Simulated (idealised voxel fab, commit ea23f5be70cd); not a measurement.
process module | voxel lift off
Cross-section cut: width 250 nm, square cells of 5 nm.
Cross-section spec: square-cell grid; bands listed top down; each band is one or more rows. Look at the band entry: it leads with the top's height and the bottom's height in nm. Then it lists the materials left to right, with a width in nm for each. The word "all across" on a single material says that material fills the band edge to edge. The word "air" is empty space. Below 0: as-received wafer, all one material; heights counted from there. Lowest band: no bottom, goes on down, written "top 0, no bottom". Width: "30 to 40" (first number = top row, second number = bottom row, same change from row to row of cells). "nothing got changed" means the step left every cell of the cross-section as it was. In the "Enclosed cavities" entry, you get each enclosed empty space of 8 cells or more, one with no open way to the top, written width x height at distance, distance from the left edge, in nm. On a step's line, text after the settings is the simulator commenting on that step. Each step line may optionally specify "overlay nm", which for a step with a mask gives the rightward distance between the mask's planned place and where it lay, a negative value indicating the leftward direction.

# Process steps foreseen in the plan
- 1: RECEIVE | material Si
- 2: CONFORMAL_DEP | material Al2O3 | thk nm 10
- 3: PATTERN | tone open | mask id LINES | material resist | width nm 15 | pitch nm 35 | thk nm 20 | overlay nm 0
- 4: DIRECTIONAL_DEP | material Ru | thk nm 10
- 5: STRIP | etch materials resist
- 6: CONFORMAL_DEP | material SiN | thk nm 5

# The cross-section here shows the wafer as received, i.e. in its state after step 1
top 0, no bottom: Si all across
Enclosed cavities: none

# Cross-sectional image of the first of two wafers at the end of the module, the run having proceeded as planned
top 25, bottom 20: 95 air  25 SiN  10 air  25 SiN  95 air
top 20, bottom 15: 95 air  5 SiN  15 Ru  5 SiN  10 air  5 SiN  15 Ru  5 SiN  95 air
top 15, bottom 10: 100 SiN  15 Ru  20 SiN  15 Ru  100 SiN
top 10, bottom 0: Al2O3 all across
top 0, no bottom: Si all across
Enclosed cavities: none

# Wafer two (of two), end-of-module cross-section: start = wafer one, plan = wafer one, one run mistake
top 25, bottom 20: 90 air  25 SiN  10 air  25 SiN  100 air
top 20, bottom 15: 90 air  5 SiN  15 Ru  5 SiN  10 air  5 SiN  15 Ru  5 SiN  100 air
top 15, bottom 10: 95 SiN  15 Ru  20 SiN  15 Ru  105 SiN
top 10, bottom 0: Al2O3 all across
top 0, no bottom: Si all across
Enclosed cavities: none
So what did we get wrong on this run? step 3 deviated from plan and actually ran as PATTERN | tone open | mask id LINES | material resist | width nm 15 | pitch nm 35 | thk nm 20 | overlay nm -5
Tallied in cells, the final second wafer holds each material in the same quantity as the first, although not at the same places.
